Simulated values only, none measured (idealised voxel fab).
Process module in this document: voxel double patterning
Each square cell in cross-section cut measures 5 nm, and the section as a whole is 290 nm wide.
Reading order for cross-sections: top band down to bottom band. Underlying form: a grid of square cells. Band size: one or more rows of cells.
Each band's line starts with the height of the band's top and of its bottom, in nm. Then come its materials from left to right, each with its width in nm. One material with "throughout" fills the band from edge to edge. "air" is empty space.
Basically, 0 is our baseline, since under it the wafer straight out of the box is all one material. The bottom band has no lower end and keeps on going down, so it looks like "z 0 and below".
Per-row width for "30..40": begins at first number (top row of band), ends at second number (bottom row), increment between rows held constant.
The designation "no alteration", where it is given for a processing step, indicates that no cell of the cross-section was altered in the course of that step.
The label "Voids, sealed" introduces a list of the empty spaces, 8 cells or larger, that have no open way up to the top; each entry in it reads width x height at distance, where the distance is taken from the left edge and all three are stated in nm.
Heads up: the bit after the settings on a step's line is the simulator's remark on that step.
What "overlay nm" on a step's line means: if the step has a mask, that mask lay this far to the right of its planned place, or, when the value is negative, to the left.
The following list gives the planned process steps:
1: RECEIVE | material Si
2: CONFORMAL_DEP | material SiO2 | thk nm 10
3: DIRECTIONAL_DEP | material TiN | thk nm 10
4: DIRECTIONAL_DEP | material SiN | thk nm 10
5: DIRECTIONAL_DEP | material aC | thk nm 15
6: PATTERN | tone open | mask id FIRST | material resist | width nm 15 | pitch nm 50 | thk nm 30 | overlay nm 0
7: DIRECTIONAL_ETCH | etch materials aC | depth nm 15
8: STRIP | etch materials resist
9: DIRECTIONAL_ETCH | etch materials SiN | depth nm 10
10: STRIP | etch materials aC
11: PATTERN | tone open | mask id SECOND | material resist | width nm 15 | thk nm 20 | overlay nm 0
12: DIRECTIONAL_ETCH | etch materials SiN | depth nm 10
13: STRIP | etch materials resist
14: DIRECTIONAL_ETCH | etch materials TiN | depth nm 10
15: STRIP | etch materials SiN
As-received state of the wafer in cross-section, equivalent to post-step 1:
z 0 and below: Si throughout
Voids, sealed: none
Cross-section: first of two wafers, module finished, run according to plan:
z 20 to 10: TiN: 110, air: 15, TiN: 10, air: 15, TiN: 10, air: 15, TiN: 115
z 10 to 0: SiO2 throughout
z 0 and below: Si throughout
Voids, sealed: none
End-of-module cross-section of the second wafer: identical starting point and process plan to the first, with one processing mistake:
z 20 to 10: TiN: 110, air: 15, TiN: 5, air: 25, TiN: 5, air: 15, TiN: 115
z 10 to 0: SiO2 throughout
z 0 and below: Si throughout
Voids, sealed: none
Short version of what went wrong: for step 11, the planned setting was not used; the step was instead run as PATTERN | tone open | mask id SECOND | material resist | width nm 25 | thk nm 20 | overlay nm 0
In the final state, the cell counts of the second wafer exceed or fall short of those of the first for the following materials: -4 TiN
